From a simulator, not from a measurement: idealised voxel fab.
Herein follows the process module entitled voxel spacer lines.
270 nm wide, 5 nm square cells: that's cross-section cut.
A cross-section is a grid of square cells, given in bands from the top down. A band is one or more rows of cells. Basically the band line says how high the top is and how high the bottom is, in nm, and then what's in it from left to right, every material with its width in nm. Empty space shows up as "empty", and if a single material carries "edge to edge" it runs the full band edge to edge. Heights are reckoned from 0. Under this level, the received wafer is all of one material. The bottommost band is open-ended downward, for example "z 0 and below". Width "30->40": first value at the band's top row of cells, second value at its bottom row, equal change from row to row. Where a step carries "remained the same", the cross-section came out of it unchanged, cell for cell. For the entry "Enclosed internal voids", the listed items are empty spaces with no open way to the top whose size is 8 cells or more; each item follows the pattern width x height at distance, where distance is from the left edge and all three are in nm. after a step's settings: what the simulator itself notes on the step. On any step carrying a mask, the "overlay nm" setting, if present on the step's line, tells how far right of its planned place the mask lay; negative values point to the left.
-- Intended process steps
1,RECEIVE | material Si
2,CONFORMAL_DEP | material Al2O3 | thk nm 10
3,DIRECTIONAL_DEP | material polySi | thk nm 10
4,DIRECTIONAL_DEP | material aC | thk nm 25
5,PATTERN | tone cover | mask id MANDREL | material resist | width nm 25 | pitch nm 80 | thk nm 35 | overlay nm 0
6,DIRECTIONAL_ETCH | etch materials aC | depth nm 25
7,STRIP | etch materials resist
8,CONFORMAL_DEP | material SiN | thk nm 15
9,DIRECTIONAL_ETCH | etch materials SiN | depth nm 15
10,STRIP | etch materials aC
11,DIRECTIONAL_ETCH | etch materials polySi | depth nm 20
12,STRIP | etch materials SiN
Across this set of wafers, the varied parameter is the thk nm of step 3. Starting conditions are identical for every wafer, and the plan reports the value assigned to the first wafer.
-- As-received state after step 1, first of several wafers, cross-section
    z 0 and below  Si edge to edge
    Enclosed internal voids: none
-- Below: a row per wafer. Contents at end of module: for every material, cells gained since receipt (+) or lost since receipt (-); then closed voids
thk nm 10 | +108 Al2O3 | +24 polySi | Enclosed internal voids: none
thk nm 15 | +108 Al2O3 | +36 polySi | Enclosed internal voids: none
thk nm 20 | +108 Al2O3 | +48 polySi | Enclosed internal voids: none
thk nm 25 | +108 Al2O3 | +102 polySi | Enclosed internal voids: none
thk nm 30 | +108 Al2O3 | +156 polySi | Enclosed internal voids: none
thk nm 35 | +108 Al2O3 | +210 polySi | Enclosed internal voids: none
